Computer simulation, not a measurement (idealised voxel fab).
process module | voxel transistor to metal
Pictured: cross-section cut, 215 nm wide, on a grid of 5 nm square cells.
A cross-section is a grid of square cells, given in bands from the top down. A band is one or more rows of cells. A band entry consists of two parts. The first gives the height of the band's top and the height of its bottom, in nm. The rest lists the band's materials from left to right, each with its width in nm. A single material labelled with the word "everywhere" fills the band from edge to edge, and the word "blank" marks empty space. Height datum 0, below which the as-received substrate wafer is one material. Lowest band open at the bottom, running downward: "0 -> down". Think of "30->40" as a width that walks from the first number to the second as you go down the band, top row to bottom row, taking equal-sized steps from row to row. Take "no alterations made" at face value: in the step it is given for, the cross-section changed in none of its cells. The list in "Closed internal cavities" covers empty spaces of 8 cells or more that cannot reach the top through any open way, and it gives each as width x height at distance; the distance is from the left edge, and width, height and distance are in nm. Whatever follows a step's settings on its line is a remark the simulator itself makes about that step. "overlay nm", when on a step's line for a step with a mask, measures how far to the right of its planned place the mask lay; a negative measure means to the left.
Planned step list for the process
1) op RECEIVE | material Si
2) op CONFORMAL_DEP | material SiO2 | thk nm 5
3) op CONFORMAL_DEP | material SiN | thk nm 15
4) op PATTERN | tone cover | mask id ACTIVE | material resist | width nm 110 | thk nm 15 | overlay nm 0
5) op DIRECTIONAL_ETCH | etch materials SiN | depth nm 15
6) op DIRECTIONAL_ETCH | etch materials SiO2 | depth nm 5
7) op DIRECTIONAL_ETCH | etch materials Si | depth nm 20
8) op STRIP | etch materials resist
9) op OXIDIZE | depth nm 5
10) op FILL_DEP | material SiO2 | thk nm 15
11) op CMP | height nm 20
12) op SELECTIVE_ETCH | etch materials SiO2 | depth nm 10
13) op STRIP | etch materials SiN
14) op SELECTIVE_ETCH | etch materials SiO2 | depth nm 5
15) op OXIDIZE | depth nm 5
16) op DIRECTIONAL_DEP | material polySi | thk nm 25
17) op DIRECTIONAL_DEP | material SiCN | thk nm 10
18) op MASKED_ETCH | tone cover | mask id GATE | width nm 20 | etch materials SiCN | depth nm 20 | overlay nm 0
19) op MASKED_ETCH | tone cover | mask id GATE | width nm 20 | etch materials polySi | depth nm 35 | overlay nm 0
20) op CONFORMAL_DEP | material SiO2 | thk nm 5
21) op DIRECTIONAL_ETCH | etch materials SiO2 | depth nm 5
22) op CONFORMAL_DEP | material SiN | thk nm 5
23) op DIRECTIONAL_ETCH | etch materials SiN | depth nm 5
24) op DIRECTIONAL_ETCH | etch materials SiO2 | depth nm 5
25) op DIRECTIONAL_ETCH | etch materials Si | depth nm 10
26) op EPI | material SiGe | thk nm 15
27) op FILL_DEP | material SiO2 | thk nm 5
28) op CMP | height nm 35
29) op DIRECTIONAL_DEP | material SiO2 | thk nm 15
30) op DIRECTIONAL_DEP | material aC | thk nm 10
31) op PATTERN | tone open | mask id CONTACT | material resist | width nm 20 | pitch nm 70 | thk nm 30 | overlay nm 0
32) op DIRECTIONAL_ETCH | etch materials aC | depth nm 10
33) op STRIP | etch materials resist
34) op DIRECTIONAL_ETCH | etch materials SiO2 | depth nm 50
35) op STRIP | etch materials aC
36) op CONFORMAL_DEP | material TiN | thk nm 5
37) op FILL_DEP | material W | thk nm 10
38) op CMP | height nm 50
39) op DIRECTIONAL_DEP | material TiN | thk nm 5
40) op DIRECTIONAL_DEP | material Ru | thk nm 25
41) op DIRECTIONAL_DEP | material aC | thk nm 15
42) op PATTERN | tone cover | mask id METAL_1 | material resist | width nm 20 | pitch nm 70 | thk nm 35 | overlay nm 0
43) op DIRECTIONAL_ETCH | etch materials aC | depth nm 15
44) op STRIP | etch materials resist
45) op DIRECTIONAL_ETCH | etch materials Ru | depth nm 25
46) op DIRECTIONAL_ETCH | etch materials TiN | depth nm 5
47) op STRIP | etch materials aC
48) op FILL_DEP | material lowk | thk nm 10
49) op CMP | height nm 80
50) op CONFORMAL_DEP | material SiCN | thk nm 5
The following pertains to the first of two wafers, which was processed as planned
Wafer as received: cross-section following step 1
- 0 -> down  Si everywhere
- Closed internal cavities: none
State of the wafer after step 2, shown in cross-section
- 5 -> 0  SiO2 everywhere
- Note: structure below 0 unchanged.
State of the wafer after step 3, shown in cross-section
- 20 -> 5  SiN everywhere
- Note: structure below 5 unchanged.
State of the wafer after step 4, shown in cross-section
- 35 -> 20  blank 50 / resist 110 / blank 55
- Note: structure below 20 unchanged.
State of the wafer after step 5, shown in cross-section
- 35 -> 20  blank 50 / resist 110 / blank 55
- 20 -> 5  blank 50 / SiN 110 / blank 55
- Note: structure below 5 unchanged.
State of the wafer after step 6, shown in cross-section
- 35 -> 20  blank 50 / resist 110 / blank 55
- 20 -> 5  blank 50 / SiN 110 / blank 55
- 5 -> 0  blank 50 / SiO2 110 / blank 55
- Note: structure below 0 unchanged.
State of the wafer after step 7, shown in cross-section
- 35 -> 20  blank 50 / resist 110 / blank 55
- 20 -> 5  blank 50 / SiN 110 / blank 55
- 5 -> 0  blank 50 / SiO2 110 / blank 55
- 0 -> -20  blank 50 / Si 110 / blank 55
- Note: structure below -20 unchanged.
State of the wafer after step 8, shown in cross-section
- 20 -> 5  blank 50 / SiN 110 / blank 55
- Note: structure below 5 unchanged.
State of the wafer after step 9, shown in cross-section
- 20 -> 5  blank 50 / SiN 110 / blank 55
- 5 -> 0  blank 50 / SiO2 110 / blank 55
- 0 -> -20  blank 50 / SiO2 5 / Si 100 / SiO2 5 / blank 55
- -20 -> -25  SiO2 55 / Si 100 / SiO2 60
- Note: structure below -25 unchanged.
State of the wafer after step 10, shown in cross-section
- 35 -> 20  SiO2 everywhere
- 20 -> 5  SiO2 50 / SiN 110 / SiO2 55
- 5 -> 0  SiO2 everywhere
- 0 -> -25  SiO2 55 / Si 100 / SiO2 60
- Note: structure below -25 unchanged.
State of the wafer after step 11, shown in cross-section
- 20 -> 5  SiO2 50 / SiN 110 / SiO2 55
- Note: structure below 5 unchanged.
State of the wafer after step 12, shown in cross-section
- 20 -> 10  blank 50 / SiN 110 / blank 55
- Note: structure below 10 unchanged.
State of the wafer after step 13, shown in cross-section
- 10 -> 5  SiO2 50 / blank 110 / SiO2 55
- Note: structure below 5 unchanged.
State of the wafer after step 14, shown in cross-section
- 5 -> 0  SiO2 45 / blank 120 / SiO2 50
- Note: structure below 0 unchanged.
State of the wafer after step 15, shown in cross-section
- 5 -> 0  SiO2 45 / blank 120 / SiO2 50
- 0 -> -5  SiO2 everywhere
- Note: structure below -5 unchanged.
State of the wafer after step 16, shown in cross-section
- 30 -> 25  polySi 45 / blank 120 / polySi 50
- 25 -> 5  polySi everywhere
- 5 -> 0  SiO2 45 / polySi 120 / SiO2 50
- Note: structure below 0 unchanged.
State of the wafer after step 17, shown in cross-section
- 40 -> 35  SiCN 45 / blank 120 / SiCN 50
- 35 -> 30  SiCN everywhere
- 30 -> 25  polySi 45 / SiCN 120 / polySi 50
- Note: structure below 25 unchanged.
State of the wafer after step 18, shown in cross-section
- 35 -> 30  blank 95 / SiCN 20 / blank 100
- 30 -> 25  polySi 45 / blank 50 / SiCN 20 / blank 50 / polySi 50
- Note: structure below 25 unchanged.
State of the wafer after step 19, shown in cross-section
- 35 -> 25  blank 95 / SiCN 20 / blank 100
- 25 -> 5  blank 95 / polySi 20 / blank 100
- 5 -> 0  SiO2 45 / blank 50 / polySi 20 / blank 50 / SiO2 50
- Note: structure below 0 unchanged.
State of the wafer after step 20, shown in cross-section
- 40 -> 35  blank 90 / SiO2 30 / blank 95
- 35 -> 25  blank 90 / SiO2 5 / SiCN 20 / SiO2 5 / blank 95
- 25 -> 10  blank 90 / SiO2 5 / polySi 20 / SiO2 5 / blank 95
- 10 -> 5  SiO2 50 / blank 40 / SiO2 5 / polySi 20 / SiO2 5 / blank 40 / SiO2 55
- 5 -> 0  SiO2 95 / polySi 20 / SiO2 100
- Note: structure below 0 unchanged.
State of the wafer after step 21, shown in cross-section
- 35 -> 25  blank 90 / SiO2 5 / SiCN 20 / SiO2 5 / blank 95
- 25 -> 5  blank 90 / SiO2 5 / polySi 20 / SiO2 5 / blank 95
- 5 -> 0  SiO2 50 / blank 40 / SiO2 5 / polySi 20 / SiO2 5 / blank 40 / SiO2 55
- Note: structure below 0 unchanged.
State of the wafer after step 22, shown in cross-section
- 40 -> 35  blank 85 / SiN 40 / blank 90
- 35 -> 25  blank 85 / SiN 5 / SiO2 5 / SiCN 20 / SiO2 5 / SiN 5 / blank 90
- 25 -> 10  blank 85 / SiN 5 / SiO2 5 / polySi 20 / SiO2 5 / SiN 5 / blank 90
- 10 -> 5  SiN 55 / blank 30 / SiN 5 / SiO2 5 / polySi 20 / SiO2 5 / SiN 5 / blank 30 / SiN 60
- 5 -> 0  SiO2 50 / SiN 40 / SiO2 5 / polySi 20 / SiO2 5 / SiN 40 / SiO2 55
- Note: structure below 0 unchanged.
State of the wafer after step 23, shown in cross-section
- 35 -> 25  blank 85 / SiN 5 / SiO2 5 / SiCN 20 / SiO2 5 / SiN 5 / blank 90
- 25 -> 5  blank 85 / SiN 5 / SiO2 5 / polySi 20 / SiO2 5 / SiN 5 / blank 90
- 5 -> 0  SiO2 50 / SiN 5 / blank 30 / SiN 5 / SiO2 5 / polySi 20 / SiO2 5 / SiN 5 / blank 30 / SiN 5 / SiO2 55
- Note: structure below 0 unchanged.
State of the wafer after step 24, shown in cross-section
- 35 -> 30  blank 85 / SiN 5 / blank 5 / SiCN 20 / blank 5 / SiN 5 / blank 90
- 30 -> 25  blank 85 / SiN 5 / SiO2 5 / SiCN 20 / SiO2 5 / SiN 5 / blank 90
- 25 -> 5  blank 85 / SiN 5 / SiO2 5 / polySi 20 / SiO2 5 / SiN 5 / blank 90
- 5 -> 0  blank 50 / SiN 5 / blank 30 / SiN 5 / SiO2 5 / polySi 20 / SiO2 5 / SiN 5 / blank 30 / SiN 5 / blank 55
- 0 -> -5  SiO2 55 / blank 30 / SiO2 40 / blank 30 / SiO2 60
- Note: structure below -5 unchanged.
State of the wafer after step 25, shown in cross-section
- 35 -> 30  blank 85 / SiN 5 / blank 5 / SiCN 20 / blank 5 / SiN 5 / blank 90
- 30 -> 25  blank 85 / SiN 5 / SiO2 5 / SiCN 20 / SiO2 5 / SiN 5 / blank 90
- 25 -> 5  blank 85 / SiN 5 / SiO2 5 / polySi 20 / SiO2 5 / SiN 5 / blank 90
- 5 -> 0  blank 50 / SiN 5 / blank 30 / SiN 5 / SiO2 5 / polySi 20 / SiO2 5 / SiN 5 / blank 30 / SiN 5 / blank 55
- 0 -> -5  SiO2 55 / blank 30 / SiO2 40 / blank 30 / SiO2 60
- -5 -> -15  SiO2 55 / blank 30 / Si 40 / blank 30 / SiO2 60
- Note: structure below -15 unchanged.
State of the wafer after step 26, shown in cross-section
- 35 -> 30  blank 85 / SiN 5 / blank 5 / SiCN 20 / blank 5 / SiN 5 / blank 90
- 30 -> 25  blank 85 / SiN 5 / SiO2 5 / SiCN 20 / SiO2 5 / SiN 5 / blank 90
- 25 -> 10  blank 85 / SiN 5 / SiO2 5 / polySi 20 / SiO2 5 / SiN 5 / blank 90
- 10 -> 5  blank 70 / SiGe 15 / SiN 5 / SiO2 5 / polySi 20 / SiO2 5 / SiN 5 / SiGe 15 / blank 75
- 5 -> 0  blank 50 / SiN 5 / blank 15 / SiGe 15 / SiN 5 / SiO2 5 / polySi 20 / SiO2 5 / SiN 5 / SiGe 15 / blank 15 / SiN 5 / blank 55
- 0 -> -5  SiO2 55 / SiGe 30 / SiO2 40 / SiGe 30 / SiO2 60
- -5 -> -15  SiO2 55 / SiGe 30 / Si 40 / SiGe 30 / SiO2 60
- Note: structure below -15 unchanged.
State of the wafer after step 27, shown in cross-section
- 40 -> 35  SiO2 everywhere
- 35 -> 25  SiO2 85 / SiN 5 / SiO2 5 / SiCN 20 / SiO2 5 / SiN 5 / SiO2 90
- 25 -> 10  SiO2 85 / SiN 5 / SiO2 5 / polySi 20 / SiO2 5 / SiN 5 / SiO2 90
- 10 -> 5  SiO2 70 / SiGe 15 / SiN 5 / SiO2 5 / polySi 20 / SiO2 5 / SiN 5 / SiGe 15 / SiO2 75
- 5 -> 0  SiO2 50 / SiN 5 / SiO2 15 / SiGe 15 / SiN 5 / SiO2 5 / polySi 20 / SiO2 5 / SiN 5 / SiGe 15 / SiO2 15 / SiN 5 / SiO2 55
- Note: structure below 0 unchanged.
State of the wafer after step 28, shown in cross-section
- 35 -> 25  SiO2 85 / SiN 5 / SiO2 5 / SiCN 20 / SiO2 5 / SiN 5 / SiO2 90
- Note: structure below 25 unchanged.
State of the wafer after step 29, shown in cross-section
- 50 -> 35  SiO2 everywhere
- Note: structure below 35 unchanged.
State of the wafer after step 30, shown in cross-section
- 60 -> 50  aC everywhere
- Note: structure below 50 unchanged.
State of the wafer after step 31, shown in cross-section
- 90 -> 60  resist 60 / blank 20 / resist 50 / blank 20 / resist 65
- Note: structure below 60 unchanged.
State of the wafer after step 32, shown in cross-section
- 80 -> 60  resist 60 / blank 20 / resist 50 / blank 20 / resist 65
- 60 -> 50  aC 60 / blank 20 / aC 50 / blank 20 / aC 65
- Note: structure below 50 unchanged.
State of the wafer after step 33, shown in cross-section
- 60 -> 50  aC 60 / blank 20 / aC 50 / blank 20 / aC 65
- Note: structure below 50 unchanged.
State of the wafer after step 34, shown in cross-section
- 60 -> 50  aC 60 / blank 20 / aC 50 / blank 20 / aC 65
- 50 -> 35  SiO2 60 / blank 20 / SiO2 50 / blank 20 / SiO2 65
- 35 -> 25  SiO2 60 / blank 20 / SiO2 5 / SiN 5 / SiO2 5 / SiCN 20 / SiO2 5 / SiN 5 / SiO2 5 / blank 20 / SiO2 65
- 25 -> 10  SiO2 60 / blank 20 / SiO2 5 / SiN 5 / SiO2 5 / polySi 20 / SiO2 5 / SiN 5 / SiO2 5 / blank 20 / SiO2 65
- 10 -> 5  SiO2 60 / blank 10 / SiGe 15 / SiN 5 / SiO2 5 / polySi 20 / SiO2 5 / SiN 5 / SiGe 15 / blank 10 / SiO2 65
- 5 -> 0  SiO2 50 / SiN 5 / SiO2 5 / blank 10 / SiGe 15 / SiN 5 / SiO2 5 / polySi 20 / SiO2 5 / SiN 5 / SiGe 15 / blank 10 / SiO2 5 / SiN 5 / SiO2 55
- Note: structure below 0 unchanged.
State of the wafer after step 35, shown in cross-section
- 50 -> 35  SiO2 60 / blank 20 / SiO2 50 / blank 20 / SiO2 65
- Note: structure below 35 unchanged.
State of the wafer after step 36, shown in cross-section
- 55 -> 50  TiN 65 / blank 10 / TiN 60 / blank 10 / TiN 70
- 50 -> 35  SiO2 60 / TiN 5 / blank 10 / TiN 5 / SiO2 50 / TiN 5 / blank 10 / TiN 5 / SiO2 65
- 35 -> 25  SiO2 60 / TiN 5 / blank 10 / TiN 5 / SiO2 5 / SiN 5 / SiO2 5 / SiCN 20 / SiO2 5 / SiN 5 / SiO2 5 / TiN 5 / blank 10 / TiN 5 / SiO2 65
- 25 -> 15  SiO2 60 / TiN 5 / blank 10 / TiN 5 / SiO2 5 / SiN 5 / SiO2 5 / polySi 20 / SiO2 5 / SiN 5 / SiO2 5 / TiN 5 / blank 10 / TiN 5 / SiO2 65
- 15 -> 10  SiO2 60 / TiN 20 / SiO2 5 / SiN 5 / SiO2 5 / polySi 20 / SiO2 5 / SiN 5 / SiO2 5 / TiN 20 / SiO2 65
- 10 -> 5  SiO2 60 / TiN 10 / SiGe 15 / SiN 5 / SiO2 5 / polySi 20 / SiO2 5 / SiN 5 / SiGe 15 / TiN 10 / SiO2 65
- 5 -> 0  SiO2 50 / SiN 5 / SiO2 5 / TiN 10 / SiGe 15 / SiN 5 / SiO2 5 / polySi 20 / SiO2 5 / SiN 5 / SiGe 15 / TiN 10 / SiO2 5 / SiN 5 / SiO2 55
- Note: structure below 0 unchanged.
State of the wafer after step 37, shown in cross-section
- 65 -> 55  W everywhere
- 55 -> 50  TiN 65 / W 10 / TiN 60 / W 10 / TiN 70
- 50 -> 35  SiO2 60 / TiN 5 / W 10 / TiN 5 / SiO2 50 / TiN 5 / W 10 / TiN 5 / SiO2 65
- 35 -> 25  SiO2 60 / TiN 5 / W 10 / TiN 5 / SiO2 5 / SiN 5 / SiO2 5 / SiCN 20 / SiO2 5 / SiN 5 / SiO2 5 / TiN 5 / W 10 / TiN 5 / SiO2 65
- 25 -> 15  SiO2 60 / TiN 5 / W 10 / TiN 5 / SiO2 5 / SiN 5 / SiO2 5 / polySi 20 / SiO2 5 / SiN 5 / SiO2 5 / TiN 5 / W 10 / TiN 5 / SiO2 65
- Note: structure below 15 unchanged.
State of the wafer after step 38, shown in cross-section
- 50 -> 35  SiO2 60 / TiN 5 / W 10 / TiN 5 / SiO2 50 / TiN 5 / W 10 / TiN 5 / SiO2 65
- Note: structure below 35 unchanged.
State of the wafer after step 39, shown in cross-section
- 55 -> 50  TiN everywhere
- Note: structure below 50 unchanged.
State of the wafer after step 40, shown in cross-section
- 80 -> 55  Ru everywhere
- Note: structure below 55 unchanged.
State of the wafer after step 41, shown in cross-section
- 95 -> 80  aC everywhere
- Note: structure below 80 unchanged.
State of the wafer after step 42, shown in cross-section
- 130 -> 95  blank 60 / resist 20 / blank 50 / resist 20 / blank 65
- Note: structure below 95 unchanged.
State of the wafer after step 43, shown in cross-section
- 115 -> 95  blank 60 / resist 20 / blank 50 / resist 20 / blank 65
- 95 -> 80  blank 60 / aC 20 / blank 50 / aC 20 / blank 65
- Note: structure below 80 unchanged.
State of the wafer after step 44, shown in cross-section
- 95 -> 80  blank 60 / aC 20 / blank 50 / aC 20 / blank 65
- Note: structure below 80 unchanged.
State of the wafer after step 45, shown in cross-section
- 95 -> 80  blank 60 / aC 20 / blank 50 / aC 20 / blank 65
- 80 -> 55  blank 60 / Ru 20 / blank 50 / Ru 20 / blank 65
- Note: structure below 55 unchanged.
State of the wafer after step 46, shown in cross-section
- 95 -> 80  blank 60 / aC 20 / blank 50 / aC 20 / blank 65
- 80 -> 55  blank 60 / Ru 20 / blank 50 / Ru 20 / blank 65
- 55 -> 50  blank 60 / TiN 20 / blank 50 / TiN 20 / blank 65
- Note: structure below 50 unchanged.
State of the wafer after step 47, shown in cross-section
- 80 -> 55  blank 60 / Ru 20 / blank 50 / Ru 20 / blank 65
- Note: structure below 55 unchanged.
State of the wafer after step 48, shown in cross-section
- 90 -> 80  lowk everywhere
- 80 -> 55  lowk 60 / Ru 20 / lowk 50 / Ru 20 / lowk 65
- 55 -> 50  lowk 60 / TiN 20 / lowk 50 / TiN 20 / lowk 65
- Note: structure below 50 unchanged.
State of the wafer after step 49, shown in cross-section
- 80 -> 55  lowk 60 / Ru 20 / lowk 50 / Ru 20 / lowk 65
- Note: structure below 55 unchanged.
State of the wafer after step 50, shown in cross-section
- 85 -> 80  SiCN everywhere
- Note: structure below 80 unchanged.
What follows concerns the second wafer, which started out like the first and was meant to follow the very same plan; one mistake crept in when it was run, but everything up to and including step 17 is the same as for the first wafer
Planned end of step 18: second wafer, cross-section
- 40 -> 30  SiCN 45->95 / blank 120->20 / SiCN 50->100
- 30 -> 25  polySi 45 / SiCN 50 / blank 20 / SiCN 50 / polySi 50
- Note: structure below 25 unchanged.
Planned end of step 19: second wafer, cross-section: no alterations made
Planned end of step 20: second wafer, cross-section
- 45 -> 40  SiO2 50 / blank 110 / SiO2 55
- 40 -> 30  SiCN 45->95 / SiO2 55->5 / blank 10 / SiO2 55->5 / SiCN 50->100
- 30 -> 25  polySi 45 / SiCN 50 / SiO2 20 / SiCN 50 / polySi 50
- Note: structure below 25 unchanged.
Planned end of step 21: second wafer, cross-section
- 40 -> 30  SiCN 45->95 / SiO2 5 / blank 110->10 / SiO2 5 / SiCN 50->100
- 30 -> 25  polySi 45 / SiCN 50 / SiO2 5 / blank 10 / SiO2 5 / SiCN 50 / polySi 50
- Note: structure below 25 unchanged.
Planned end of step 22: second wafer, cross-section
- 45 -> 40  SiN 55 / blank 100 / SiN 60
- 40 -> 30  SiCN 45->95 / SiO2 5 / SiN 110->10 / SiO2 5 / SiCN 50->100
- 30 -> 25  polySi 45 / SiCN 50 / SiO2 5 / SiN 10 / SiO2 5 / SiCN 50 / polySi 50
- Note: structure below 25 unchanged.
Planned end of step 23: second wafer, cross-section
- 40 -> 35  SiCN 45 / SiO2 5 / SiN 5 / blank 100 / SiN 5 / SiO2 5 / SiCN 50
- Note: structure below 35 unchanged.
Planned end of step 24: second wafer, cross-section
- 40 -> 35  SiCN 45 / blank 5 / SiN 5 / blank 100 / SiN 5 / blank 5 / SiCN 50
- 35 -> 30  SiCN 95 / blank 5 / SiN 10 / blank 5 / SiCN 100
- Note: structure below 30 unchanged.
Planned end of step 25: second wafer, cross-section: no alterations made
Planned end of step 26: second wafer, cross-section: no alterations made
Planned end of step 27: second wafer, cross-section
- 45 -> 40  SiO2 everywhere
- 40 -> 35  SiCN 45 / SiO2 5 / SiN 5 / SiO2 100 / SiN 5 / SiO2 5 / SiCN 50
- 35 -> 30  SiCN 95 / SiO2 5 / SiN 10 / SiO2 5 / SiCN 100
- Note: structure below 30 unchanged.
Planned end of step 28: second wafer, cross-section
- 35 -> 30  SiCN 95 / SiO2 5 / SiN 10 / SiO2 5 / SiCN 100
- Note: structure below 30 unchanged.
Planned end of step 29: second wafer, cross-section
- 50 -> 35  SiO2 everywhere
- Note: structure below 35 unchanged.
Planned end of step 30: second wafer, cross-section
- 60 -> 50  aC everywhere
- Note: structure below 50 unchanged.
Planned end of step 31: second wafer, cross-section
- 90 -> 60  resist 60 / blank 20 / resist 50 / blank 20 / resist 65
- Note: structure below 60 unchanged.
Planned end of step 32: second wafer, cross-section
- 80 -> 60  resist 60 / blank 20 / resist 50 / blank 20 / resist 65
- 60 -> 50  aC 60 / blank 20 / aC 50 / blank 20 / aC 65
- Note: structure below 50 unchanged.
Planned end of step 33: second wafer, cross-section
- 60 -> 50  aC 60 / blank 20 / aC 50 / blank 20 / aC 65
- Note: structure below 50 unchanged.
Planned end of step 34: second wafer, cross-section
- 60 -> 50  aC 60 / blank 20 / aC 50 / blank 20 / aC 65
- 50 -> 35  SiO2 60 / blank 20 / SiO2 50 / blank 20 / SiO2 65
- Note: structure below 35 unchanged.
Planned end of step 35: second wafer, cross-section
- 50 -> 35  SiO2 60 / blank 20 / SiO2 50 / blank 20 / SiO2 65
- Note: structure below 35 unchanged.
Planned end of step 36: second wafer, cross-section
- 55 -> 50  TiN 65 / blank 10 / TiN 60 / blank 10 / TiN 70
- 50 -> 40  SiO2 60 / TiN 5 / blank 10 / TiN 5 / SiO2 50 / TiN 5 / blank 10 / TiN 5 / SiO2 65
- 40 -> 35  SiO2 60 / TiN 20 / SiO2 50 / TiN 20 / SiO2 65
- Note: structure below 35 unchanged.
Planned end of step 37: second wafer, cross-section
- 65 -> 55  W everywhere
- 55 -> 50  TiN 65 / W 10 / TiN 60 / W 10 / TiN 70
- 50 -> 40  SiO2 60 / TiN 5 / W 10 / TiN 5 / SiO2 50 / TiN 5 / W 10 / TiN 5 / SiO2 65
- Note: structure below 40 unchanged.
Planned end of step 38: second wafer, cross-section
- 50 -> 40  SiO2 60 / TiN 5 / W 10 / TiN 5 / SiO2 50 / TiN 5 / W 10 / TiN 5 / SiO2 65
- Note: structure below 40 unchanged.
Planned end of step 39: second wafer, cross-section
- 55 -> 50  TiN everywhere
- Note: structure below 50 unchanged.
Planned end of step 40: second wafer, cross-section
- 80 -> 55  Ru everywhere
- Note: structure below 55 unchanged.
Planned end of step 41: second wafer, cross-section
- 95 -> 80  aC everywhere
- Note: structure below 80 unchanged.
Planned end of step 42: second wafer, cross-section
- 130 -> 95  blank 60 / resist 20 / blank 50 / resist 20 / blank 65
- Note: structure below 95 unchanged.
Planned end of step 43: second wafer, cross-section
- 115 -> 95  blank 60 / resist 20 / blank 50 / resist 20 / blank 65
- 95 -> 80  blank 60 / aC 20 / blank 50 / aC 20 / blank 65
- Note: structure below 80 unchanged.
Planned end of step 44: second wafer, cross-section
- 95 -> 80  blank 60 / aC 20 / blank 50 / aC 20 / blank 65
- Note: structure below 80 unchanged.
Planned end of step 45: second wafer, cross-section
- 95 -> 80  blank 60 / aC 20 / blank 50 / aC 20 / blank 65
- 80 -> 55  blank 60 / Ru 20 / blank 50 / Ru 20 / blank 65
- Note: structure below 55 unchanged.
Planned end of step 46: second wafer, cross-section
- 95 -> 80  blank 60 / aC 20 / blank 50 / aC 20 / blank 65
- 80 -> 55  blank 60 / Ru 20 / blank 50 / Ru 20 / blank 65
- 55 -> 50  blank 60 / TiN 20 / blank 50 / TiN 20 / blank 65
- Note: structure below 50 unchanged.
Planned end of step 47: second wafer, cross-section
- 80 -> 55  blank 60 / Ru 20 / blank 50 / Ru 20 / blank 65
- Note: structure below 55 unchanged.
Planned end of step 48: second wafer, cross-section
- 90 -> 80  lowk everywhere
- 80 -> 55  lowk 60 / Ru 20 / lowk 50 / Ru 20 / lowk 65
- 55 -> 50  lowk 60 / TiN 20 / lowk 50 / TiN 20 / lowk 65
- Note: structure below 50 unchanged.
Planned end of step 49: second wafer, cross-section
- 80 -> 55  lowk 60 / Ru 20 / lowk 50 / Ru 20 / lowk 65
- Note: structure below 55 unchanged.
Planned end of step 50: second wafer, cross-section
- 85 -> 80  SiCN everywhere
- Note: structure below 80 unchanged.
Where did the run depart from the plan? step 18 ran differently from the plan; actual operation with settings: op MASKED_ETCH | tone open | mask id GATE | width nm 20 | etch materials SiCN | depth nm 20 | overlay nm 0
Once processing is complete, comparing cell counts shows that the second wafer has more or fewer of certain materials than the first: Si: 24 more, SiCN: 51 more, SiGe: 48 fewer, SiN: 12 fewer, SiO2: 162 fewer, TiN: 28 fewer, W: 20 fewer, polySi: 195 more
